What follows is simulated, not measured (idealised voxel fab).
Name of the process module below: voxel self aligned vias
This is section cut - it's 235 nm across, gridded in 5 nm square cells.
Cross-section format: a grid of square cells, given as bands from top to bottom; each band is one or more rows of cells. The entry gives the band's vertical extent as a top height and a bottom height in nm, then its horizontal make-up as materials from left to right, each with a width in nm. "air" stands for empty space; a single material marked "full width" fills the band edge to edge. Ref level 0: as-received wafer is one material below here. Bottom band extends down with no lower bound ("0..down"). With a width like "30->40", each row of cells in the band differs from the next by the same amount, the top row carrying the first number and the bottom row the second. It should be understood that the words "remained unchanged", when stated for a given step, signify that the cross-section underwent no change in any of its cells during that step. Each empty space that has no open way to the top and spans at least 8 cells appears under "Fully enclosed voids" as width x height at distance, the distance counted from the left edge, all in nm. Whatever follows a step's settings on its line is a remark the simulator itself makes about that step. "overlay nm", when on a step's line for a step with a mask, measures how far to the right of its planned place the mask lay; a negative measure means to the left.
**plan**
1) RECEIVE | material Si
2) CONFORMAL_DEP | material SiO2 | thk nm 15
3) CONFORMAL_DEP | material SiCN | thk nm 5
4) DIRECTIONAL_DEP | material SiO2 | thk nm 30
5) MASKED_ETCH | tone open | mask id LINES | width nm 30 | pitch nm 70 | etch materials SiO2 | depth nm 30 | overlay nm 0
6) CONFORMAL_DEP | material TiN | thk nm 5
7) FILL_DEP | material W | thk nm 10
8) CMP | height nm 50
9) SELECTIVE_ETCH | etch materials W Ru TiN | depth nm 10
10) FILL_DEP | material SiN | thk nm 5
11) CMP | height nm 50
12) DIRECTIONAL_DEP | material SiO2 | thk nm 20
13) PATTERN | tone open | mask id VIAS | material resist | width nm 50 | pitch nm 140 | thk nm 20 | overlay nm 0
14) DIRECTIONAL_ETCH | etch materials SiO2 | depth nm 20
15) DIRECTIONAL_ETCH | etch materials SiN | depth nm 10
16) STRIP | etch materials resist
17) CONFORMAL_DEP | material TiN | thk nm 5
18) FILL_DEP | material W | thk nm 10
19) CMP | height nm 70
20) CONFORMAL_DEP | material SiN | thk nm 5
**Cross-section: wafer on arrival = after step 1**
- 0..down = Si full width
- Fully enclosed voids: none
**First wafer of two, sectioned at end of module; run went per plan**
- 75..70 = SiN full width
- 70..55 = SiO2 20 nm / TiN 5 nm / W 40 nm / TiN 5 nm / SiO2 90 nm / TiN 5 nm / W 40 nm / TiN 5 nm / SiO2 25 nm
- 55..50 = SiO2 20 nm / TiN 15 nm / W 20 nm / TiN 15 nm / SiO2 90 nm / TiN 15 nm / W 20 nm / TiN 15 nm / SiO2 25 nm
- 50..45 = SiO2 30 nm / TiN 5 nm / W 20 nm / TiN 5 nm / SiO2 40 nm / SiN 30 nm / SiO2 40 nm / TiN 5 nm / W 20 nm / TiN 5 nm / SiO2 35 nm
- 45..40 = SiO2 30 nm / TiN 30 nm / SiO2 40 nm / SiN 30 nm / SiO2 40 nm / TiN 30 nm / SiO2 35 nm
- 40..25 = SiO2 30 nm / TiN 5 nm / W 20 nm / TiN 5 nm / SiO2 40 nm / TiN 5 nm / W 20 nm / TiN 5 nm / SiO2 40 nm / TiN 5 nm / W 20 nm / TiN 5 nm / SiO2 35 nm
- 25..20 = SiO2 30 nm / TiN 30 nm / SiO2 40 nm / TiN 30 nm / SiO2 40 nm / TiN 30 nm / SiO2 35 nm
- 20..15 = SiCN full width
- 15..0 = SiO2 full width
- 0..down = Si full width
- Fully enclosed voids: none
**Now the second wafer, cross-sectioned at the end of the module. Nothing different at the start, nothing different in the plan compared with the first, just one mistake when it was actually run**
- 75..70 = SiN full width
- 70..55 = SiO2 20 nm / TiN 5 nm / W 40 nm / TiN 5 nm / SiO2 90 nm / TiN 5 nm / W 40 nm / TiN 5 nm / SiO2 25 nm
- 55..50 = SiO2 20 nm / TiN 15 nm / W 20 nm / TiN 15 nm / SiO2 90 nm / TiN 15 nm / W 20 nm / TiN 15 nm / SiO2 25 nm
- 50..45 = SiO2 30 nm / TiN 5 nm / W 20 nm / TiN 5 nm / SiO2 40 nm / SiN 30 nm / SiO2 40 nm / TiN 5 nm / W 20 nm / TiN 5 nm / SiO2 35 nm
- 45..40 = SiO2 30 nm / TiN 30 nm / SiO2 40 nm / SiN 30 nm / SiO2 40 nm / TiN 30 nm / SiO2 35 nm
- 40..25 = SiO2 30 nm / TiN 5 nm / W 20 nm / TiN 5 nm / SiO2 40 nm / TiN 5 nm / W 20 nm / TiN 5 nm / SiO2 40 nm / TiN 5 nm / W 20 nm / TiN 5 nm / SiO2 35 nm
- 25..20 = SiO2 30 nm / TiN 30 nm / SiO2 40 nm / TiN 30 nm / SiO2 40 nm / TiN 30 nm / SiO2 35 nm
- 20..5 = SiO2 full width
- 5..0 = SiCN full width
- 0..down = Si full width
- Fully enclosed voids: none
Nonconformance to the process plan: the processing plan was not followed for steps 2 and 3, which were run with their positions exchanged
Upon completion, the cell count for each material on the second wafer equals that on the first, whereas the spatial distribution of those cells differs.
